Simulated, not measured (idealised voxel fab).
Presented below is a process module, voxel air gaps.
Square cell edge 5 nm, section width 210 nm, ID cut.
How to read a cross-section here: the picture is a grid of square cells, written as bands going from the top down, and any band can span one or more rows of cells.
For a band, the entry starts with two heights in nm, that of the top and then that of the bottom, and carries on with the band's materials in order from left to right, each alongside its width in nm; the word "everywhere" beside a single material means it fills the band edge to edge, and "empty" means empty space.
Height reference: 0 = level under which incoming wafer is all one material. Lowest band: no bottom, runs on downward, e.g. "0 -> down".
Note: "30..40" means the width goes from the first number (top row of the band) to the second number (bottom row) in equal steps per row of cells.
When a step is marked "remains unaltered", none of the cells in the cross-section changed during that step.
"Fully sealed voids" contains a list of empty spaces, each no smaller than 8 cells and without an open way to the top, written in the form width x height at distance with the distance from the left edge and all three in nm.
Read whatever lies past the settings on a step's line as the simulator's own remark about the step.
overlay nm, on a step with a mask: how far to the right of its planned place the mask lay; to the left if negative

The planned process steps are enumerated hereunder
1 RECEIVE [material Si]
2 CONFORMAL_DEP [material SiO2] [thk nm 15]
3 CONFORMAL_DEP [material SiN] [thk nm 5]
4 DIRECTIONAL_DEP [material SiO2] [thk nm 40]
5 PATTERN [tone open] [mask id LINES] [material resist] [width nm 15] [pitch nm 45] [thk nm 20] [overlay nm 0]
6 DIRECTIONAL_ETCH [etch materials SiO2] [depth nm 40]
7 STRIP [etch materials resist]
8 CONFORMAL_DEP [material TiN] [thk nm 5]
9 FILL_DEP [material W] [thk nm 5]
10 CMP [height nm 60]
11 EPI [material Ru] [thk nm 10]
12 SELECTIVE_ETCH [etch materials SiO2] [depth nm 50]
13 CONFORMAL_DEP [material SiN] [thk nm 5]

as received, after step 1
* 0 -> down = Si everywhere
* Fully sealed voids: none

First of two wafers: cross-section at end of module, run per plan
* 75 -> 70 = empty 15, SiN 180, empty 15
* 70 -> 60 = empty 15, SiN 5, Ru 35, SiN 10, Ru 35, SiN 10, Ru 35, SiN 10, Ru 35, SiN 5, empty 15
* 60 -> 55 = empty 15, SiN 15, TiN 5, W 5, TiN 5, SiN 30, TiN 5, W 5, TiN 5, SiN 30, TiN 5, W 5, TiN 5, SiN 30, TiN 5, W 5, TiN 5, SiN 15, empty 15
* 55 -> 25 = empty 25, SiN 5, TiN 5, W 5, TiN 5, SiN 5, empty 20, SiN 5, TiN 5, W 5, TiN 5, SiN 5, empty 20, SiN 5, TiN 5, W 5, TiN 5, SiN 5, empty 20, SiN 5, TiN 5, W 5, TiN 5, SiN 5, empty 25
* 25 -> 20 = SiN 30, TiN 15, SiN 30, TiN 15, SiN 30, TiN 15, SiN 30, TiN 15, SiN 30
* 20 -> 15 = SiN everywhere
* 15 -> 0 = SiO2 everywhere
* 0 -> down = Si everywhere
* Fully sealed voids: 20 x 30 at 50; 20 x 30 at 95; 20 x 30 at 140

The second wafer, shown in cross-section after the module: started the same way as the first and given the same plan, yet one mistake crept into how it was run
* 75 -> 70 = SiN everywhere
* 70 -> 60 = Ru everywhere
* 60 -> 25 = W 25, TiN 5, SiO2 15, TiN 5, W 20, TiN 5, SiO2 15, TiN 5, W 20, TiN 5, SiO2 15, TiN 5, W 20, TiN 5, SiO2 15, TiN 5, W 25
* 25 -> 20 = TiN 30, SiO2 15, TiN 30, SiO2 15, TiN 30, SiO2 15, TiN 30, SiO2 15, TiN 30
* 20 -> 15 = SiN everywhere
* 15 -> 0 = SiO2 everywhere
* 0 -> down = Si everywhere
* Fully sealed voids: none
The mistake made against the process plan was this: step 5 ran differently from the plan; actual operation with settings: PATTERN [tone cover] [mask id LINES] [material resist] [width nm 15] [pitch nm 45] [thk nm 20] [overlay nm 0]
Heads up, by the end the second wafer has more or fewer cells of some materials compared to the first: 28 more of Ru | 112 fewer of SiN | 96 more of SiO2 | 18 more of TiN | 126 more of W
First wafer closed voids (final) = 3; second wafer closed voids (final) = 0.
